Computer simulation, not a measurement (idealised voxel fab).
process module | voxel transistor to metal
cross-section cut | 165 nm wide | cells 5 nm
A cross-section is a grid of square cells, given in bands from the top down. A band is one or more rows of cells.
Each band's line starts with the height of the band's top and of its bottom, in nm. Then come its materials from left to right, each with its width in nm. One material with "throughout" fills the band from edge to edge. "air" is empty space.
Height 0 is the level under which the wafer as received is all one material. The lowest band goes on downwards, as in "0 down".
A width such as "30 to 40" changes by the same amount from each row of cells to the next, from the band's top row to its bottom row.
"no change" after a step means that no cell of the cross-section changed.
closed voids: empty space of 8 cells or more with no open way to the top, each as width x height at its distance from the left edge, in nm
after a step's settings: what the simulator itself notes on the step
overlay nm, on a step with a mask: how far to the right of its planned place the mask lay; to the left if negative
plan
1 op RECEIVE | material Si
2 op OXIDIZE | depth nm 5
3 op CONFORMAL_DEP | material SiN | thk nm 10
4 op MASKED_ETCH | tone cover | mask id ACTIVE | width nm 115 | etch materials SiN | depth nm 10 | overlay nm 0
5 op MASKED_ETCH | tone cover | mask id ACTIVE | width nm 115 | etch materials SiO2 | depth nm 5 | overlay nm 0
6 op MASKED_ETCH | tone cover | mask id ACTIVE | width nm 115 | etch materials Si | depth nm 35 | overlay nm 0
7 op OXIDIZE | depth nm 5
8 op FILL_DEP | material SiO2 | thk nm 15
9 op CMP | height nm 10
10 op SELECTIVE_ETCH | etch materials SiO2 | depth nm 10
11 op STRIP | etch materials SiN
12 op SELECTIVE_ETCH | etch materials SiO2 | depth nm 5
13 op OXIDIZE | depth nm 5
14 op DIRECTIONAL_DEP | material polySi | thk nm 25
15 op DIRECTIONAL_DEP | material SiCN | thk nm 10
16 op MASKED_ETCH | tone cover | mask id GATE | width nm 35 | etch materials SiCN | depth nm 20 | overlay nm 0
17 op MASKED_ETCH | tone cover | mask id GATE | width nm 35 | etch materials polySi | depth nm 35 | overlay nm 0
18 op CONFORMAL_DEP | material SiN | thk nm 10
19 op DIRECTIONAL_ETCH | etch materials SiN | depth nm 10
20 op DIRECTIONAL_ETCH | etch materials SiO2 | depth nm 5
21 op DIRECTIONAL_ETCH | etch materials Si | depth nm 5
22 op EPI | material SiGe | thk nm 5
23 op FILL_DEP | material SiO2 | thk nm 10
24 op CMP | height nm 20
25 op STRIP | etch materials polySi
26 op SELECTIVE_ETCH | etch materials SiO2 | depth nm 5
27 op CONFORMAL_DEP | material HfO2 | thk nm 5
28 op CONFORMAL_DEP | material TiN | thk nm 5
29 op FILL_DEP | material W | thk nm 5
30 op CMP | height nm 15
31 op DIRECTIONAL_DEP | material SiO2 | thk nm 10
32 op DIRECTIONAL_DEP | material aC | thk nm 10
33 op PATTERN | tone open | mask id CONTACT | material resist | width nm 20 | pitch nm 85 | thk nm 30 | overlay nm 0
34 op DIRECTIONAL_ETCH | etch materials aC | depth nm 10
35 op STRIP | etch materials resist
36 op DIRECTIONAL_ETCH | etch materials SiO2 | depth nm 35
37 op STRIP | etch materials aC
38 op CONFORMAL_DEP | material TiN | thk nm 5
39 op FILL_DEP | material W | thk nm 5
40 op CMP | height nm 25
41 op DIRECTIONAL_DEP | material TiN | thk nm 5
42 op DIRECTIONAL_DEP | material W | thk nm 25
43 op MASKED_ETCH | tone cover | mask id METAL_1 | width nm 20 | pitch nm 85 | etch materials W | depth nm 25 | overlay nm 0
44 op MASKED_ETCH | tone cover | mask id METAL_1 | width nm 20 | pitch nm 85 | etch materials TiN | depth nm 5 | overlay nm 0
45 op CONFORMAL_DEP | material SiN | thk nm 5
46 op FILL_DEP | material lowk | thk nm 5
47 op CMP | height nm 55
48 op CONFORMAL_DEP | material SiCN | thk nm 5
first wafer, as planned
as received, after step 1
  0 down: Si throughout
  closed voids: none
after step 2
  0 to -5: SiO2 throughout
  below -5: unchanged
after step 3
  10 to 0: SiN throughout
  below 0: unchanged
after step 4
  10 to 0: air 25 | SiN 115 | air 25
  below 0: unchanged
after step 5
  10 to 0: air 25 | SiN 115 | air 25
  0 to -5: air 25 | SiO2 115 | air 25
  below -5: unchanged
after step 6
  10 to 0: air 25 | SiN 115 | air 25
  0 to -5: air 25 | SiO2 115 | air 25
  -5 to -40: air 25 | Si 115 | air 25
  below -40: unchanged
after step 7
  10 to 0: air 25 | SiN 115 | air 25
  0 to -5: air 25 | SiO2 115 | air 25
  -5 to -40: air 25 | SiO2 5 | Si 105 | SiO2 5 | air 25
  -40 to -45: SiO2 30 | Si 105 | SiO2 30
  below -45: unchanged
after step 8
  25 to 10: SiO2 throughout
  10 to 0: SiO2 25 | SiN 115 | SiO2 25
  0 to -5: SiO2 throughout
  -5 to -45: SiO2 30 | Si 105 | SiO2 30
  below -45: unchanged
after step 9
  10 to 0: SiO2 25 | SiN 115 | SiO2 25
  below 0: unchanged
after step 10
  10 to 0: air 25 | SiN 115 | air 25
  below 0: unchanged
after step 11
  0 to -5: SiO2 throughout
  below -5: unchanged
after step 12
  -5 to -45: SiO2 30 | Si 105 | SiO2 30
  below -45: unchanged
after step 13
  -5 to -10: SiO2 throughout
  below -10: unchanged
after step 14
  20 to -5: polySi throughout
  below -5: unchanged
after step 15
  30 to 20: SiCN throughout
  below 20: unchanged
after step 16
  30 to 20: air 65 | SiCN 35 | air 65
  below 20: unchanged
after step 17
  30 to 20: air 65 | SiCN 35 | air 65
  20 to -5: air 65 | polySi 35 | air 65
  below -5: unchanged
after step 18
  40 to 30: air 55 | SiN 55 | air 55
  30 to 20: air 55 | SiN 10 | SiCN 35 | SiN 10 | air 55
  20 to 5: air 55 | SiN 10 | polySi 35 | SiN 10 | air 55
  5 to -5: SiN 65 | polySi 35 | SiN 65
  below -5: unchanged
after step 19
  30 to 20: air 55 | SiN 10 | SiCN 35 | SiN 10 | air 55
  20 to -5: air 55 | SiN 10 | polySi 35 | SiN 10 | air 55
  below -5: unchanged
after step 20
  30 to 20: air 55 | SiN 10 | SiCN 35 | SiN 10 | air 55
  20 to -5: air 55 | SiN 10 | polySi 35 | SiN 10 | air 55
  -5 to -10: air 55 | SiO2 55 | air 55
  below -10: unchanged
after step 21
  30 to 20: air 55 | SiN 10 | SiCN 35 | SiN 10 | air 55
  20 to -5: air 55 | SiN 10 | polySi 35 | SiN 10 | air 55
  -5 to -10: air 55 | SiO2 55 | air 55
  -10 to -15: SiO2 30 | air 25 | Si 55 | air 25 | SiO2 30
  below -15: unchanged
after step 22
  30 to 20: air 55 | SiN 10 | SiCN 35 | SiN 10 | air 55
  20 to -5: air 55 | SiN 10 | polySi 35 | SiN 10 | air 55
  -5 to -10: air 50 | SiGe 5 | SiO2 55 | SiGe 5 | air 50
  -10 to -15: SiO2 30 | SiGe 25 | Si 55 | SiGe 25 | SiO2 30
  below -15: unchanged
after step 23
  40 to 30: SiO2 throughout
  30 to 20: SiO2 55 | SiN 10 | SiCN 35 | SiN 10 | SiO2 55
  20 to -5: SiO2 55 | SiN 10 | polySi 35 | SiN 10 | SiO2 55
  -5 to -10: SiO2 50 | SiGe 5 | SiO2 55 | SiGe 5 | SiO2 50
  below -10: unchanged
after step 24
  20 to -5: SiO2 55 | SiN 10 | polySi 35 | SiN 10 | SiO2 55
  below -5: unchanged
after step 25
  20 to -5: SiO2 55 | SiN 10 | air 35 | SiN 10 | SiO2 55
  below -5: unchanged
after step 26
  20 to 15: air 55 | SiN 10 | air 35 | SiN 10 | air 55
  15 to -5: SiO2 55 | SiN 10 | air 35 | SiN 10 | SiO2 55
  -5 to -10: SiO2 50 | SiGe 5 | SiO2 5 | air 45 | SiO2 5 | SiGe 5 | SiO2 50
  below -10: unchanged
after step 27
  25 to 20: air 50 | HfO2 20 | air 25 | HfO2 20 | air 50
  20 to 15: HfO2 55 | SiN 10 | HfO2 5 | air 25 | HfO2 5 | SiN 10 | HfO2 55
  15 to -5: SiO2 55 | SiN 10 | HfO2 5 | air 25 | HfO2 5 | SiN 10 | SiO2 55
  -5 to -10: SiO2 50 | SiGe 5 | SiO2 5 | HfO2 45 | SiO2 5 | SiGe 5 | SiO2 50
  below -10: unchanged
after step 28
  30 to 25: air 45 | TiN 30 | air 15 | TiN 30 | air 45
  25 to 20: TiN 50 | HfO2 20 | TiN 5 | air 15 | TiN 5 | HfO2 20 | TiN 50
  20 to 15: HfO2 55 | SiN 10 | HfO2 5 | TiN 5 | air 15 | TiN 5 | HfO2 5 | SiN 10 | HfO2 55
  15 to 0: SiO2 55 | SiN 10 | HfO2 5 | TiN 5 | air 15 | TiN 5 | HfO2 5 | SiN 10 | SiO2 55
  0 to -5: SiO2 55 | SiN 10 | HfO2 5 | TiN 25 | HfO2 5 | SiN 10 | SiO2 55
  below -5: unchanged
after step 29
  35 to 30: W throughout
  30 to 25: W 45 | TiN 30 | W 15 | TiN 30 | W 45
  25 to 20: TiN 50 | HfO2 20 | TiN 5 | W 15 | TiN 5 | HfO2 20 | TiN 50
  20 to 15: HfO2 55 | SiN 10 | HfO2 5 | TiN 5 | W 15 | TiN 5 | HfO2 5 | SiN 10 | HfO2 55
  15 to 0: SiO2 55 | SiN 10 | HfO2 5 | TiN 5 | W 15 | TiN 5 | HfO2 5 | SiN 10 | SiO2 55
  below 0: unchanged
after step 30
  15 to 0: SiO2 55 | SiN 10 | HfO2 5 | TiN 5 | W 15 | TiN 5 | HfO2 5 | SiN 10 | SiO2 55
  below 0: unchanged
after step 31
  25 to 15: SiO2 throughout
  below 15: unchanged
after step 32
  35 to 25: aC throughout
  below 25: unchanged
after step 33
  65 to 35: resist 30 | air 20 | resist 65 | air 20 | resist 30
  below 35: unchanged
after step 34
  55 to 35: resist 30 | air 20 | resist 65 | air 20 | resist 30
  35 to 25: aC 30 | air 20 | aC 65 | air 20 | aC 30
  below 25: unchanged
after step 35
  35 to 25: aC 30 | air 20 | aC 65 | air 20 | aC 30
  below 25: unchanged
after step 36
  35 to 25: aC 30 | air 20 | aC 65 | air 20 | aC 30
  25 to 15: SiO2 30 | air 20 | SiO2 65 | air 20 | SiO2 30
  15 to 0: SiO2 30 | air 20 | SiO2 5 | SiN 10 | HfO2 5 | TiN 5 | W 15 | TiN 5 | HfO2 5 | SiN 10 | SiO2 5 | air 20 | SiO2 30
  0 to -5: SiO2 30 | air 20 | SiO2 5 | SiN 10 | HfO2 5 | TiN 25 | HfO2 5 | SiN 10 | SiO2 5 | air 20 | SiO2 30
  -5 to -10: SiO2 30 | air 20 | SiGe 5 | SiO2 5 | HfO2 45 | SiO2 5 | SiGe 5 | air 20 | SiO2 30
  below -10: unchanged
after step 37
  25 to 15: SiO2 30 | air 20 | SiO2 65 | air 20 | SiO2 30
  below 15: unchanged
after step 38
  30 to 25: TiN 35 | air 10 | TiN 75 | air 10 | TiN 35
  25 to 15: SiO2 30 | TiN 5 | air 10 | TiN 5 | SiO2 65 | TiN 5 | air 10 | TiN 5 | SiO2 30
  15 to 0: SiO2 30 | TiN 5 | air 10 | TiN 5 | SiO2 5 | SiN 10 | HfO2 5 | TiN 5 | W 15 | TiN 5 | HfO2 5 | SiN 10 | SiO2 5 | TiN 5 | air 10 | TiN 5 | SiO2 30
  0 to -5: SiO2 30 | TiN 5 | air 10 | TiN 5 | SiO2 5 | SiN 10 | HfO2 5 | TiN 25 | HfO2 5 | SiN 10 | SiO2 5 | TiN 5 | air 10 | TiN 5 | SiO2 30
  -5 to -10: SiO2 30 | TiN 20 | SiGe 5 | SiO2 5 | HfO2 45 | SiO2 5 | SiGe 5 | TiN 20 | SiO2 30
  below -10: unchanged
after step 39
  35 to 30: W throughout
  30 to 25: TiN 35 | W 10 | TiN 75 | W 10 | TiN 35
  25 to 15: SiO2 30 | TiN 5 | W 10 | TiN 5 | SiO2 65 | TiN 5 | W 10 | TiN 5 | SiO2 30
  15 to 0: SiO2 30 | TiN 5 | W 10 | TiN 5 | SiO2 5 | SiN 10 | HfO2 5 | TiN 5 | W 15 | TiN 5 | HfO2 5 | SiN 10 | SiO2 5 | TiN 5 | W 10 | TiN 5 | SiO2 30
  0 to -5: SiO2 30 | TiN 5 | W 10 | TiN 5 | SiO2 5 | SiN 10 | HfO2 5 | TiN 25 | HfO2 5 | SiN 10 | SiO2 5 | TiN 5 | W 10 | TiN 5 | SiO2 30
  below -5: unchanged
after step 40
  25 to 15: SiO2 30 | TiN 5 | W 10 | TiN 5 | SiO2 65 | TiN 5 | W 10 | TiN 5 | SiO2 30
  below 15: unchanged
after step 41
  30 to 25: TiN throughout
  below 25: unchanged
after step 42
  55 to 30: W throughout
  below 30: unchanged
after step 43
  55 to 30: air 30 | W 20 | air 65 | W 20 | air 30
  below 30: unchanged
after step 44
  55 to 30: air 30 | W 20 | air 65 | W 20 | air 30
  30 to 25: air 30 | TiN 20 | air 65 | TiN 20 | air 30
  below 25: unchanged
after step 45
  60 to 55: air 25 | SiN 30 | air 55 | SiN 30 | air 25
  55 to 30: air 25 | SiN 5 | W 20 | SiN 5 | air 55 | SiN 5 | W 20 | SiN 5 | air 25
  30 to 25: SiN 30 | TiN 20 | SiN 65 | TiN 20 | SiN 30
  below 25: unchanged
after step 46
  65 to 60: lowk throughout
  60 to 55: lowk 25 | SiN 30 | lowk 55 | SiN 30 | lowk 25
  55 to 30: lowk 25 | SiN 5 | W 20 | SiN 5 | lowk 55 | SiN 5 | W 20 | SiN 5 | lowk 25
  below 30: unchanged
after step 47
  55 to 30: lowk 25 | SiN 5 | W 20 | SiN 5 | lowk 55 | SiN 5 | W 20 | SiN 5 | lowk 25
  below 30: unchanged
after step 48
  60 to 55: SiCN throughout
  below 55: unchanged
second wafer: like start, like plan, one mistake. Through step 43 it matches the first wafer
when step 44 should have ended
  55 to 30: air 30 | W 20 | air 65 | W 20 | air 30
  30 to 25: air 25 | TiN 30 | air 55 | TiN 30 | air 25
  below 25: unchanged
when step 45 should have ended
  60 to 55: air 25 | SiN 30 | air 55 | SiN 30 | air 25
  55 to 35: air 25 | SiN 5 | W 20 | SiN 5 | air 55 | SiN 5 | W 20 | SiN 5 | air 25
  35 to 30: air 20 | SiN 10 | W 20 | SiN 10 | air 45 | SiN 10 | W 20 | SiN 10 | air 20
  30 to 25: SiN 25 | TiN 30 | SiN 55 | TiN 30 | SiN 25
  below 25: unchanged
when step 46 should have ended
  65 to 60: lowk throughout
  60 to 55: lowk 25 | SiN 30 | lowk 55 | SiN 30 | lowk 25
  55 to 35: lowk 25 | SiN 5 | W 20 | SiN 5 | lowk 55 | SiN 5 | W 20 | SiN 5 | lowk 25
  35 to 30: lowk 20 | SiN 10 | W 20 | SiN 10 | lowk 45 | SiN 10 | W 20 | SiN 10 | lowk 20
  below 30: unchanged
when step 47 should have ended
  55 to 35: lowk 25 | SiN 5 | W 20 | SiN 5 | lowk 55 | SiN 5 | W 20 | SiN 5 | lowk 25
  below 35: unchanged
when step 48 should have ended
  60 to 55: SiCN throughout
  below 55: unchanged
what went wrong: step 44 ran as: op MASKED_ETCH | tone cover | mask id METAL_1 | width nm 30 | pitch nm 85 | etch materials TiN | depth nm 5 | overlay nm 0
at the end the second wafer has, in cells: 4 more of TiN | 4 fewer of lowk
